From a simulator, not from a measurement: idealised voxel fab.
A process module follows: voxel tone inversion.
Section cut is 230 nm wide and gridded with 5 nm square cells.
Cross-section = grid of square cells, listed top down in bands; band = one or more rows. A band entry consists of two parts. The first gives the height of the band's top and the height of its bottom, in nm. The rest lists the band's materials from left to right, each with its width in nm. A single material labelled with the word "throughout" fills the band from edge to edge, and the word "air" marks empty space. We count height from 0. Below that, the starting wafer is all one material. The lowest band never ends at the bottom but goes on down; see "from 0 down" for how that is written. A width such as "30 to 40" changes by the same amount from each row of cells to the next, from the band's top row to its bottom row. A step reported as "left unchanged" is a step in which no cell of the cross-section changed. Heads up: "Catalogued sealed voids" only lists the empty pockets with no open path to the top that are 8 cells or more, and it writes them as width x height at distance, distance from the left edge, in nm. What comes after the settings on a step's line is commentary from the simulator itself on that step. You can add "overlay nm" to a step's line. For a step with a mask, it describes how far the mask lay to the right of its planned position, and a negative number describes a lay to the left.

The following list gives the planned process steps
1. RECEIVE, material Si
2. CONFORMAL_DEP, material SiN, thk nm 5
3. DIRECTIONAL_DEP, material aC, thk nm 15
4. PATTERN, tone cover, mask id POSTS, material resist, width nm 25, pitch nm 40, thk nm 20, overlay nm 0
5. DIRECTIONAL_ETCH, etch materials aC, depth nm 15
6. STRIP, etch materials resist
7. FILL_DEP, material lowk, thk nm 10
8. CMP, height nm 20
9. STRIP, etch materials aC
10. CONFORMAL_DEP, material TiN, thk nm 5
11. FILL_DEP, material Ru, thk nm 5
12. CMP, height nm 20
13. CONFORMAL_DEP, material SiN, thk nm 5

The cross-section here shows the wafer as received, i.e. in its state after step 1
* from 0 down  Si throughout
* Catalogued sealed voids: none

Cross-sectional result after module completion. Note: starting condition and plan are unchanged from above; one processing mistake was made
* from 25 to 15  SiN throughout
* from 15 to 0  aC throughout
* from 0 down  Si throughout
* Catalogued sealed voids: none
Processing error: the processing plan was not followed for steps 2 and 3, which were run with their positions exchanged
